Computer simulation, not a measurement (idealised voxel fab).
The following is a process module called voxel self aligned contacts.
For reference, the cross-section in this document is cut, with width 265 nm and square cells of 5 nm.
The cross-sections in this document take the form of a grid made of square cells. They are written out as bands, in order from top to bottom. Each band consists of one or more rows of cells. Quick guide to a band line: top height, bottom height (nm) up front; then every material left to right with its width in nm. Only one material and it's marked "throughout"? Then it fills the band edge to edge. And "empty" just means empty space. We count height from 0. Below that, the starting wafer is all one material. The lowest band never ends at the bottom but goes on down; see "0 down" for how that is written. Read "30 to 40" as a graded width: first number on top, second number at the bottom, same change between each pair of neighbouring rows. Where the words "all unchanged" appear for a step, the cross-section shows no cell changed by that step; every cell remained as before. This entry, "Listed closed voids", enumerates those empty regions of no fewer than 8 cells that possess no open connection to the top. Each region is reported in the form width x height at distance, the distance being taken from the left edge, with all three quantities expressed in nm. On a step's line, text after the settings is the simulator commenting on that step. overlay nm: for a step with a mask, the amount by which the mask lay right of where it was planned; a negative amount means left of it.
The process steps that were planned are listed below
1 RECEIVE | material Si
2 CONFORMAL_DEP | material SiO2 | thk nm 5
3 DIRECTIONAL_DEP | material polySi | thk nm 25
4 DIRECTIONAL_DEP | material SiN | thk nm 20
5 DIRECTIONAL_DEP | material aC | thk nm 10
6 PATTERN | tone cover | mask id GATE | material resist | width nm 25 | pitch nm 70 | thk nm 30 | overlay nm 0
7 DIRECTIONAL_ETCH | etch materials aC | depth nm 10
8 STRIP | etch materials resist
9 DIRECTIONAL_ETCH | etch materials SiN | depth nm 20
10 DIRECTIONAL_ETCH | etch materials polySi | depth nm 25
11 STRIP | etch materials aC
12 CONFORMAL_DEP | material SiN | thk nm 10
13 DIRECTIONAL_ETCH | etch materials SiN | depth nm 10
14 FILL_DEP | material SiO2 | thk nm 15
15 CMP | height nm 55
16 DIRECTIONAL_DEP | material aC | thk nm 15
17 PATTERN | tone open | mask id CONTACT | material resist | width nm 55 | thk nm 35 | overlay nm 0
18 DIRECTIONAL_ETCH | etch materials aC | depth nm 15
19 STRIP | etch materials resist
20 DIRECTIONAL_ETCH | etch materials SiO2 | depth nm 55
21 STRIP | etch materials aC
22 CONFORMAL_DEP | material TiN | thk nm 5
23 FILL_DEP | material Ru | thk nm 10
24 CMP | height nm 55
25 CONFORMAL_DEP | material SiN | thk nm 5
The first of the two wafers, which ran as planned
Cross-section: wafer on arrival = after step 1
> 0 down = Si throughout
> Listed closed voids: none
You're looking at a cross-section of the wafer after step 2
> 5 to 0 = SiO2 throughout
> Below 0 it's all the same as before, nothing changed down there.
You're looking at a cross-section of the wafer after step 3
> 30 to 5 = polySi throughout
> Below 5 it's all the same as before, nothing changed down there.
You're looking at a cross-section of the wafer after step 4
> 50 to 30 = SiN throughout
> Below 30 it's all the same as before, nothing changed down there.
You're looking at a cross-section of the wafer after step 5
> 60 to 50 = aC throughout
> Below 50 it's all the same as before, nothing changed down there.
You're looking at a cross-section of the wafer after step 6
> 90 to 60 = 85 empty, 25 resist, 45 empty, 25 resist, 85 empty
> Below 60 it's all the same as before, nothing changed down there.
You're looking at a cross-section of the wafer after step 7
> 80 to 60 = 85 empty, 25 resist, 45 empty, 25 resist, 85 empty
> 60 to 50 = 85 empty, 25 aC, 45 empty, 25 aC, 85 empty
> Below 50 it's all the same as before, nothing changed down there.
You're looking at a cross-section of the wafer after step 8
> 60 to 50 = 85 empty, 25 aC, 45 empty, 25 aC, 85 empty
> Below 50 it's all the same as before, nothing changed down there.
You're looking at a cross-section of the wafer after step 9
> 60 to 50 = 85 empty, 25 aC, 45 empty, 25 aC, 85 empty
> 50 to 30 = 85 empty, 25 SiN, 45 empty, 25 SiN, 85 empty
> Below 30 it's all the same as before, nothing changed down there.
You're looking at a cross-section of the wafer after step 10
> 60 to 50 = 85 empty, 25 aC, 45 empty, 25 aC, 85 empty
> 50 to 30 = 85 empty, 25 SiN, 45 empty, 25 SiN, 85 empty
> 30 to 5 = 85 empty, 25 polySi, 45 empty, 25 polySi, 85 empty
> Below 5 it's all the same as before, nothing changed down there.
You're looking at a cross-section of the wafer after step 11
> 50 to 30 = 85 empty, 25 SiN, 45 empty, 25 SiN, 85 empty
> Below 30 it's all the same as before, nothing changed down there.
You're looking at a cross-section of the wafer after step 12
> 60 to 30 = 75 empty, 45 SiN, 25 empty, 45 SiN, 75 empty
> 30 to 15 = 75 empty, 10 SiN, 25 polySi, 10 SiN, 25 empty, 10 SiN, 25 polySi, 10 SiN, 75 empty
> 15 to 5 = 85 SiN, 25 polySi, 45 SiN, 25 polySi, 85 SiN
> Below 5 it's all the same as before, nothing changed down there.
You're looking at a cross-section of the wafer after step 13
> 50 to 30 = 75 empty, 45 SiN, 25 empty, 45 SiN, 75 empty
> 30 to 5 = 75 empty, 10 SiN, 25 polySi, 10 SiN, 25 empty, 10 SiN, 25 polySi, 10 SiN, 75 empty
> Below 5 it's all the same as before, nothing changed down there.
You're looking at a cross-section of the wafer after step 14
> 65 to 50 = SiO2 throughout
> 50 to 30 = 75 SiO2, 45 SiN, 25 SiO2, 45 SiN, 75 SiO2
> 30 to 5 = 75 SiO2, 10 SiN, 25 polySi, 10 SiN, 25 SiO2, 10 SiN, 25 polySi, 10 SiN, 75 SiO2
> Below 5 it's all the same as before, nothing changed down there.
You're looking at a cross-section of the wafer after step 15
> 55 to 50 = SiO2 throughout
> Below 50 it's all the same as before, nothing changed down there.
You're looking at a cross-section of the wafer after step 16
> 70 to 55 = aC throughout
> Below 55 it's all the same as before, nothing changed down there.
You're looking at a cross-section of the wafer after step 17
> 105 to 70 = 105 resist, 55 empty, 105 resist
> Below 70 it's all the same as before, nothing changed down there.
You're looking at a cross-section of the wafer after step 18
> 90 to 70 = 105 resist, 55 empty, 105 resist
> 70 to 55 = 105 aC, 55 empty, 105 aC
> Below 55 it's all the same as before, nothing changed down there.
You're looking at a cross-section of the wafer after step 19
> 70 to 55 = 105 aC, 55 empty, 105 aC
> Below 55 it's all the same as before, nothing changed down there.
You're looking at a cross-section of the wafer after step 20
> 70 to 55 = 105 aC, 55 empty, 105 aC
> 55 to 50 = 105 SiO2, 55 empty, 105 SiO2
> 50 to 30 = 75 SiO2, 45 SiN, 25 empty, 45 SiN, 75 SiO2
> 30 to 5 = 75 SiO2, 10 SiN, 25 polySi, 10 SiN, 25 empty, 10 SiN, 25 polySi, 10 SiN, 75 SiO2
> 5 to 0 = 120 SiO2, 25 empty, 120 SiO2
> Below 0 it's all the same as before, nothing changed down there.
You're looking at a cross-section of the wafer after step 21
> 55 to 50 = 105 SiO2, 55 empty, 105 SiO2
> Below 50 it's all the same as before, nothing changed down there.
You're looking at a cross-section of the wafer after step 22
> 60 to 55 = 110 TiN, 45 empty, 110 TiN
> 55 to 50 = 105 SiO2, 20 TiN, 15 empty, 20 TiN, 105 SiO2
> 50 to 30 = 75 SiO2, 45 SiN, 5 TiN, 15 empty, 5 TiN, 45 SiN, 75 SiO2
> 30 to 5 = 75 SiO2, 10 SiN, 25 polySi, 10 SiN, 5 TiN, 15 empty, 5 TiN, 10 SiN, 25 polySi, 10 SiN, 75 SiO2
> 5 to 0 = 120 SiO2, 25 TiN, 120 SiO2
> Below 0 it's all the same as before, nothing changed down there.
You're looking at a cross-section of the wafer after step 23
> 70 to 60 = Ru throughout
> 60 to 55 = 110 TiN, 45 Ru, 110 TiN
> 55 to 50 = 105 SiO2, 20 TiN, 15 Ru, 20 TiN, 105 SiO2
> 50 to 30 = 75 SiO2, 45 SiN, 5 TiN, 15 Ru, 5 TiN, 45 SiN, 75 SiO2
> 30 to 5 = 75 SiO2, 10 SiN, 25 polySi, 10 SiN, 5 TiN, 15 Ru, 5 TiN, 10 SiN, 25 polySi, 10 SiN, 75 SiO2
> Below 5 it's all the same as before, nothing changed down there.
You're looking at a cross-section of the wafer after step 24
> 55 to 50 = 105 SiO2, 20 TiN, 15 Ru, 20 TiN, 105 SiO2
> Below 50 it's all the same as before, nothing changed down there.
You're looking at a cross-section of the wafer after step 25
> 60 to 55 = SiN throughout
> Below 55 it's all the same as before, nothing changed down there.
Notes, second wafer: start = first wafer's, plan = first wafer's, execution had one mistake; history identical to first through step 5
Second wafer shown in cross-section at the time step 6 was slated to end
> 90 to 60 = 90 empty, 25 resist, 45 empty, 25 resist, 80 empty
> Below 60 it's all the same as before, nothing changed down there.
Second wafer shown in cross-section at the time step 7 was slated to end
> 80 to 60 = 90 empty, 25 resist, 45 empty, 25 resist, 80 empty
> 60 to 50 = 90 empty, 25 aC, 45 empty, 25 aC, 80 empty
> Below 50 it's all the same as before, nothing changed down there.
Second wafer shown in cross-section at the time step 8 was slated to end
> 60 to 50 = 90 empty, 25 aC, 45 empty, 25 aC, 80 empty
> Below 50 it's all the same as before, nothing changed down there.
Second wafer shown in cross-section at the time step 9 was slated to end
> 60 to 50 = 90 empty, 25 aC, 45 empty, 25 aC, 80 empty
> 50 to 30 = 90 empty, 25 SiN, 45 empty, 25 SiN, 80 empty
> Below 30 it's all the same as before, nothing changed down there.
Second wafer shown in cross-section at the time step 10 was slated to end
> 60 to 50 = 90 empty, 25 aC, 45 empty, 25 aC, 80 empty
> 50 to 30 = 90 empty, 25 SiN, 45 empty, 25 SiN, 80 empty
> 30 to 5 = 90 empty, 25 polySi, 45 empty, 25 polySi, 80 empty
> Below 5 it's all the same as before, nothing changed down there.
Second wafer shown in cross-section at the time step 11 was slated to end
> 50 to 30 = 90 empty, 25 SiN, 45 empty, 25 SiN, 80 empty
> Below 30 it's all the same as before, nothing changed down there.
Second wafer shown in cross-section at the time step 12 was slated to end
> 60 to 30 = 80 empty, 45 SiN, 25 empty, 45 SiN, 70 empty
> 30 to 15 = 80 empty, 10 SiN, 25 polySi, 10 SiN, 25 empty, 10 SiN, 25 polySi, 10 SiN, 70 empty
> 15 to 5 = 90 SiN, 25 polySi, 45 SiN, 25 polySi, 80 SiN
> Below 5 it's all the same as before, nothing changed down there.
Second wafer shown in cross-section at the time step 13 was slated to end
> 50 to 30 = 80 empty, 45 SiN, 25 empty, 45 SiN, 70 empty
> 30 to 5 = 80 empty, 10 SiN, 25 polySi, 10 SiN, 25 empty, 10 SiN, 25 polySi, 10 SiN, 70 empty
> Below 5 it's all the same as before, nothing changed down there.
Second wafer shown in cross-section at the time step 14 was slated to end
> 65 to 50 = SiO2 throughout
> 50 to 30 = 80 SiO2, 45 SiN, 25 SiO2, 45 SiN, 70 SiO2
> 30 to 5 = 80 SiO2, 10 SiN, 25 polySi, 10 SiN, 25 SiO2, 10 SiN, 25 polySi, 10 SiN, 70 SiO2
> Below 5 it's all the same as before, nothing changed down there.
Second wafer shown in cross-section at the time step 15 was slated to end
> 55 to 50 = SiO2 throughout
> Below 50 it's all the same as before, nothing changed down there.
Second wafer shown in cross-section at the time step 16 was slated to end
> 70 to 55 = aC throughout
> Below 55 it's all the same as before, nothing changed down there.
Second wafer shown in cross-section at the time step 17 was slated to end
> 105 to 70 = 105 resist, 55 empty, 105 resist
> Below 70 it's all the same as before, nothing changed down there.
Second wafer shown in cross-section at the time step 18 was slated to end
> 90 to 70 = 105 resist, 55 empty, 105 resist
> 70 to 55 = 105 aC, 55 empty, 105 aC
> Below 55 it's all the same as before, nothing changed down there.
Second wafer shown in cross-section at the time step 19 was slated to end
> 70 to 55 = 105 aC, 55 empty, 105 aC
> Below 55 it's all the same as before, nothing changed down there.
Second wafer shown in cross-section at the time step 20 was slated to end
> 70 to 55 = 105 aC, 55 empty, 105 aC
> 55 to 50 = 105 SiO2, 55 empty, 105 SiO2
> 50 to 30 = 80 SiO2, 45 SiN, 25 empty, 45 SiN, 70 SiO2
> 30 to 5 = 80 SiO2, 10 SiN, 25 polySi, 10 SiN, 25 empty, 10 SiN, 25 polySi, 10 SiN, 70 SiO2
> 5 to 0 = 125 SiO2, 25 empty, 115 SiO2
> Below 0 it's all the same as before, nothing changed down there.
Second wafer shown in cross-section at the time step 21 was slated to end
> 55 to 50 = 105 SiO2, 55 empty, 105 SiO2
> Below 50 it's all the same as before, nothing changed down there.
Second wafer shown in cross-section at the time step 22 was slated to end
> 60 to 55 = 110 TiN, 45 empty, 110 TiN
> 55 to 50 = 105 SiO2, 25 TiN, 15 empty, 15 TiN, 105 SiO2
> 50 to 30 = 80 SiO2, 45 SiN, 5 TiN, 15 empty, 5 TiN, 45 SiN, 70 SiO2
> 30 to 5 = 80 SiO2, 10 SiN, 25 polySi, 10 SiN, 5 TiN, 15 empty, 5 TiN, 10 SiN, 25 polySi, 10 SiN, 70 SiO2
> 5 to 0 = 125 SiO2, 25 TiN, 115 SiO2
> Below 0 it's all the same as before, nothing changed down there.
Second wafer shown in cross-section at the time step 23 was slated to end
> 70 to 60 = Ru throughout
> 60 to 55 = 110 TiN, 45 Ru, 110 TiN
> 55 to 50 = 105 SiO2, 25 TiN, 15 Ru, 15 TiN, 105 SiO2
> 50 to 30 = 80 SiO2, 45 SiN, 5 TiN, 15 Ru, 5 TiN, 45 SiN, 70 SiO2
> 30 to 5 = 80 SiO2, 10 SiN, 25 polySi, 10 SiN, 5 TiN, 15 Ru, 5 TiN, 10 SiN, 25 polySi, 10 SiN, 70 SiO2
> Below 5 it's all the same as before, nothing changed down there.
Second wafer shown in cross-section at the time step 24 was slated to end
> 55 to 50 = 105 SiO2, 25 TiN, 15 Ru, 15 TiN, 105 SiO2
> Below 50 it's all the same as before, nothing changed down there.
Second wafer shown in cross-section at the time step 25 was slated to end
> 60 to 55 = SiN throughout
> Below 55 it's all the same as before, nothing changed down there.
Heads up, the wafer didn't run the way we planned it: note that step 6 departed from the planned setting and was carried out as PATTERN | tone cover | mask id GATE | material resist | width nm 25 | pitch nm 70 | thk nm 30 | overlay nm 5
The two final wafers agree on how many cells each material fills and disagree on which cells those are.
